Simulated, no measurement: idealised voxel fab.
process module | voxel spacer lines
cross-section cut | 180 nm wide | cells 5 nm
A cross-section is a grid of square cells, given in bands from the top down. A band is one or more rows of cells.
Each band's line starts with the height of the band's top and of its bottom, in nm. Then come its materials from left to right, each with its width in nm. One material with "throughout" fills the band from edge to edge. "air" is empty space.
Height 0 is the level under which the wafer as received is all one material. The lowest band goes on downwards, as in "0 down".
A width such as "30 to 40" changes by the same amount from each row of cells to the next, from the band's top row to its bottom row.
"no change" after a step means that no cell of the cross-section changed.
closed voids: empty space of 8 cells or more with no open way to the top, each as width x height at its distance from the left edge, in nm
after a step's settings: what the simulator itself notes on the step
overlay nm, on a step with a mask: how far to the right of its planned place the mask lay; to the left if negative
plan
1 op RECEIVE | material Si
2 op CONFORMAL_DEP | material Al2O3 | thk nm 5
3 op DIRECTIONAL_DEP | material W | thk nm 10
4 op DIRECTIONAL_DEP | material aC | thk nm 30
5 op PATTERN | tone cover | mask id MANDREL | material resist | width nm 15 | pitch nm 50 | thk nm 35 | overlay nm 0
6 op DIRECTIONAL_ETCH | etch materials aC | depth nm 30
7 op STRIP | etch materials resist
8 op CONFORMAL_DEP | material SiO2 | thk nm 10
9 op DIRECTIONAL_ETCH | etch materials SiO2 | depth nm 10
10 op STRIP | etch materials aC
11 op DIRECTIONAL_ETCH | etch materials W | depth nm 5
12 op STRIP | etch materials SiO2
13 op FILL_DEP | material lowk | thk nm 10
14 op CMP | height nm 15
varied across the wafers: depth nm of step 11. The plan shows the first wafer's value. All wafers start alike
first wafer as received, after step 1
  0 down: Si throughout
  closed voids: none
first wafer at the end, after step 14
  15 to 10: lowk 20 | W 10 | lowk 15 | W 10 | lowk 15 | W 10 | lowk 15 | W 10 | lowk 15 | W 10 | lowk 15 | W 10 | lowk 25
  10 to 5: W throughout
  5 to 0: Al2O3 throughout
  0 down: Si throughout
  closed voids: none
last wafer at the end
  15 to 5: lowk 20 | W 10 | lowk 15 | W 10 | lowk 15 | W 10 | lowk 15 | W 10 | lowk 15 | W 10 | lowk 15 | W 10 | lowk 25
  5 to 0: Al2O3 throughout
  0 down: Si throughout
  closed voids: none
each wafer at the end: cells of each material gained (+) or lost (-) since it was received, then its closed voids
depth nm 5 | +36 Al2O3 | +48 W | +24 lowk | closed voids: none
depth nm 10 | +36 Al2O3 | +24 W | +48 lowk | closed voids: none
depth nm 15 | +36 Al2O3 | +24 W | +48 lowk | closed voids: none
depth nm 20 | +36 Al2O3 | +24 W | +48 lowk | closed voids: none
depth nm 25 | +36 Al2O3 | +24 W | +48 lowk | closed voids: none
